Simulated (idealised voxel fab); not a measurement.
process module | voxel capacitor over wiring
cross-section cut | 275 nm wide | cells 5 nm
A cross-section is a grid of square cells, given in bands from the top down. A band is one or more rows of cells.
Each band's line starts with the height of the band's top and of its bottom, in nm. Then come its materials from left to right, each with its width in nm. One material with "throughout" fills the band from edge to edge. "air" is empty space.
Height 0 is the level under which the wafer as received is all one material. The lowest band goes on downwards, as in "0 down".
A width such as "30 to 40" changes by the same amount from each row of cells to the next, from the band's top row to its bottom row.
"no change" after a step means that no cell of the cross-section changed.
closed voids: empty space of 8 cells or more with no open way to the top, each as width x height at its distance from the left edge, in nm
after a step's settings: what the simulator itself notes on the step
overlay nm, on a step with a mask: how far to the right of its planned place the mask lay; to the left if negative
plan
1 op RECEIVE | material Si
2 op CONFORMAL_DEP | material SiO2 | thk nm 10
3 op CONFORMAL_DEP | material SiCN | thk nm 5
4 op DIRECTIONAL_DEP | material lowk | thk nm 20
5 op DIRECTIONAL_DEP | material aC | thk nm 15
6 op PATTERN | tone open | mask id METAL_1 | material resist | width nm 20 | pitch nm 75 | thk nm 30 | overlay nm 0
7 op DIRECTIONAL_ETCH | etch materials aC | depth nm 15
8 op STRIP | etch materials resist
9 op DIRECTIONAL_ETCH | etch materials lowk | depth nm 20
10 op DIRECTIONAL_ETCH | etch materials SiCN | depth nm 5
11 op STRIP | etch materials aC
12 op CONFORMAL_DEP | material TiN | thk nm 5
13 op FILL_DEP | material Cu | thk nm 10
14 op CMP | height nm 35
15 op CONFORMAL_DEP | material SiCN | thk nm 5
16 op DIRECTIONAL_DEP | material SiO2 | thk nm 10
17 op DIRECTIONAL_DEP | material aC | thk nm 10
18 op PATTERN | tone open | mask id PLUG_1 | material resist | width nm 15 | thk nm 25 | overlay nm 0
19 op DIRECTIONAL_ETCH | etch materials aC | depth nm 10
20 op STRIP | etch materials resist
21 op DIRECTIONAL_ETCH | etch materials SiO2 | depth nm 10
22 op DIRECTIONAL_ETCH | etch materials SiCN | depth nm 5
23 op STRIP | etch materials aC
24 op EPI | material Ru | thk nm 10
25 op EPI | material Ru | thk nm 5
26 op DIRECTIONAL_DEP | material TiN | thk nm 10
27 op DIRECTIONAL_DEP | material SiN | thk nm 5
28 op DIRECTIONAL_DEP | material TiN | thk nm 5
29 op PATTERN | tone cover | mask id UPPER_PLATE | material resist | width nm 60 | thk nm 20 | overlay nm 0
30 op DIRECTIONAL_ETCH | etch materials TiN | depth nm 5
31 op DIRECTIONAL_ETCH | etch materials SiN | depth nm 5
32 op STRIP | etch materials resist
33 op MASKED_ETCH | tone cover | mask id LOWER_PLATE | width nm 70 | etch materials TiN | depth nm 10 | overlay nm 0
34 op FILL_DEP | material SiO2 | thk nm 15
35 op CMP | height nm 80
36 op MASKED_ETCH | tone open | mask id PLUG_2 | width nm 15 | etch materials SiO2 | depth nm 10 | overlay nm 0
37 op CONFORMAL_DEP | material TiN | thk nm 5
38 op FILL_DEP | material W | thk nm 10
39 op CMP | height nm 80
40 op CONFORMAL_DEP | material SiCN | thk nm 5
first wafer, as planned
as received, after step 1
  0 down: Si throughout
  closed voids: none
after step 2
  10 to 0: SiO2 throughout
  below 0: unchanged
after step 3
  15 to 10: SiCN throughout
  below 10: unchanged
after step 4
  35 to 15: lowk throughout
  below 15: unchanged
after step 5
  50 to 35: aC throughout
  below 35: unchanged
after step 6
  80 to 50: resist 90 | air 20 | resist 55 | air 20 | resist 90
  below 50: unchanged
after step 7
  65 to 50: resist 90 | air 20 | resist 55 | air 20 | resist 90
  50 to 35: aC 90 | air 20 | aC 55 | air 20 | aC 90
  below 35: unchanged
after step 8
  50 to 35: aC 90 | air 20 | aC 55 | air 20 | aC 90
  below 35: unchanged
after step 9
  50 to 35: aC 90 | air 20 | aC 55 | air 20 | aC 90
  35 to 15: lowk 90 | air 20 | lowk 55 | air 20 | lowk 90
  below 15: unchanged
after step 10
  50 to 35: aC 90 | air 20 | aC 55 | air 20 | aC 90
  35 to 15: lowk 90 | air 20 | lowk 55 | air 20 | lowk 90
  15 to 10: SiCN 90 | air 20 | SiCN 55 | air 20 | SiCN 90
  below 10: unchanged
after step 11
  35 to 15: lowk 90 | air 20 | lowk 55 | air 20 | lowk 90
  below 15: unchanged
after step 12
  40 to 35: TiN 95 | air 10 | TiN 65 | air 10 | TiN 95
  35 to 15: lowk 90 | TiN 5 | air 10 | TiN 5 | lowk 55 | TiN 5 | air 10 | TiN 5 | lowk 90
  15 to 10: SiCN 90 | TiN 20 | SiCN 55 | TiN 20 | SiCN 90
  below 10: unchanged
after step 13
  50 to 40: Cu throughout
  40 to 35: TiN 95 | Cu 10 | TiN 65 | Cu 10 | TiN 95
  35 to 15: lowk 90 | TiN 5 | Cu 10 | TiN 5 | lowk 55 | TiN 5 | Cu 10 | TiN 5 | lowk 90
  below 15: unchanged
after step 14
  35 to 15: lowk 90 | TiN 5 | Cu 10 | TiN 5 | lowk 55 | TiN 5 | Cu 10 | TiN 5 | lowk 90
  below 15: unchanged
after step 15
  40 to 35: SiCN throughout
  below 35: unchanged
after step 16
  50 to 40: SiO2 throughout
  below 40: unchanged
after step 17
  60 to 50: aC throughout
  below 50: unchanged
after step 18
  85 to 60: resist 95 | air 15 | resist 165
  below 60: unchanged
after step 19
  75 to 60: resist 95 | air 15 | resist 165
  60 to 50: aC 95 | air 15 | aC 165
  below 50: unchanged
after step 20
  60 to 50: aC 95 | air 15 | aC 165
  below 50: unchanged
after step 21
  60 to 50: aC 95 | air 15 | aC 165
  50 to 40: SiO2 95 | air 15 | SiO2 165
  below 40: unchanged
after step 22
  60 to 50: aC 95 | air 15 | aC 165
  50 to 40: SiO2 95 | air 15 | SiO2 165
  40 to 35: SiCN 95 | air 15 | SiCN 165
  below 35: unchanged
after step 23
  50 to 40: SiO2 95 | air 15 | SiO2 165
  below 40: unchanged
after step 24
  50 to 45: SiO2 95 | air 15 | SiO2 165
  45 to 40: SiO2 95 | Ru 15 | SiO2 165
  40 to 35: SiCN 95 | Ru 15 | SiCN 165
  below 35: unchanged
after step 25
  50 to 40: SiO2 95 | Ru 15 | SiO2 165
  below 40: unchanged
after step 26
  60 to 50: TiN throughout
  below 50: unchanged
after step 27
  65 to 60: SiN throughout
  below 60: unchanged
after step 28
  70 to 65: TiN throughout
  below 65: unchanged
after step 29
  90 to 70: air 95 | resist 60 | air 120
  below 70: unchanged
after step 30
  90 to 70: air 95 | resist 60 | air 120
  70 to 65: air 95 | TiN 60 | air 120
  below 65: unchanged
after step 31
  90 to 70: air 95 | resist 60 | air 120
  70 to 65: air 95 | TiN 60 | air 120
  65 to 60: air 95 | SiN 60 | air 120
  below 60: unchanged
after step 32
  70 to 65: air 95 | TiN 60 | air 120
  below 65: unchanged
after step 33
  70 to 65: air 95 | TiN 60 | air 120
  65 to 60: air 95 | SiN 60 | air 120
  60 to 50: air 90 | TiN 70 | air 115
  below 50: unchanged
after step 34
  85 to 70: SiO2 throughout
  70 to 65: SiO2 95 | TiN 60 | SiO2 120
  65 to 60: SiO2 95 | SiN 60 | SiO2 120
  60 to 50: SiO2 90 | TiN 70 | SiO2 115
  below 50: unchanged
after step 35
  80 to 70: SiO2 throughout
  below 70: unchanged
after step 36
  80 to 70: SiO2 105 | air 15 | SiO2 155
  below 70: unchanged
after step 37
  85 to 80: TiN 110 | air 5 | TiN 160
  80 to 75: SiO2 105 | TiN 5 | air 5 | TiN 5 | SiO2 155
  75 to 65: SiO2 105 to 95 | TiN 15 to 60 | SiO2 155 to 120
  below 65: unchanged
after step 38
  95 to 85: W throughout
  85 to 80: TiN 110 | W 5 | TiN 160
  80 to 75: SiO2 105 | TiN 5 | W 5 | TiN 5 | SiO2 155
  below 75: unchanged
after step 39
  80 to 75: SiO2 105 | TiN 5 | W 5 | TiN 5 | SiO2 155
  below 75: unchanged
after step 40
  85 to 80: SiCN throughout
  below 80: unchanged
second wafer: like start, like plan, one mistake. Through step 26 it matches the first wafer
when step 27 should have ended
  65 to 60: SiO2 throughout
  below 60: unchanged
when step 28 should have ended
  70 to 65: TiN throughout
  below 65: unchanged
when step 29 should have ended
  90 to 70: air 95 | resist 60 | air 120
  below 70: unchanged
when step 30 should have ended
  90 to 70: air 95 | resist 60 | air 120
  70 to 65: air 95 | TiN 60 | air 120
  below 65: unchanged
when step 31 should have ended: no change
when step 32 should have ended
  70 to 65: air 95 | TiN 60 | air 120
  below 65: unchanged
when step 33 should have ended: no change
when step 34 should have ended
  85 to 70: SiO2 throughout
  70 to 65: SiO2 95 | TiN 60 | SiO2 120
  below 65: unchanged
when step 35 should have ended
  80 to 70: SiO2 throughout
  below 70: unchanged
when step 36 should have ended
  80 to 70: SiO2 105 | air 15 | SiO2 155
  below 70: unchanged
when step 37 should have ended
  85 to 80: TiN 110 | air 5 | TiN 160
  80 to 75: SiO2 105 | TiN 5 | air 5 | TiN 5 | SiO2 155
  75 to 65: SiO2 105 to 95 | TiN 15 to 60 | SiO2 155 to 120
  below 65: unchanged
when step 38 should have ended
  95 to 85: W throughout
  85 to 80: TiN 110 | W 5 | TiN 160
  80 to 75: SiO2 105 | TiN 5 | W 5 | TiN 5 | SiO2 155
  below 75: unchanged
when step 39 should have ended
  80 to 75: SiO2 105 | TiN 5 | W 5 | TiN 5 | SiO2 155
  below 75: unchanged
when step 40 should have ended
  85 to 80: SiCN throughout
  below 80: unchanged
what went wrong: step 27 ran as: op DIRECTIONAL_DEP | material SiO2 | thk nm 5
at the end the second wafer has, in cells: 12 fewer of SiN | 70 fewer of SiO2 | 82 more of TiN
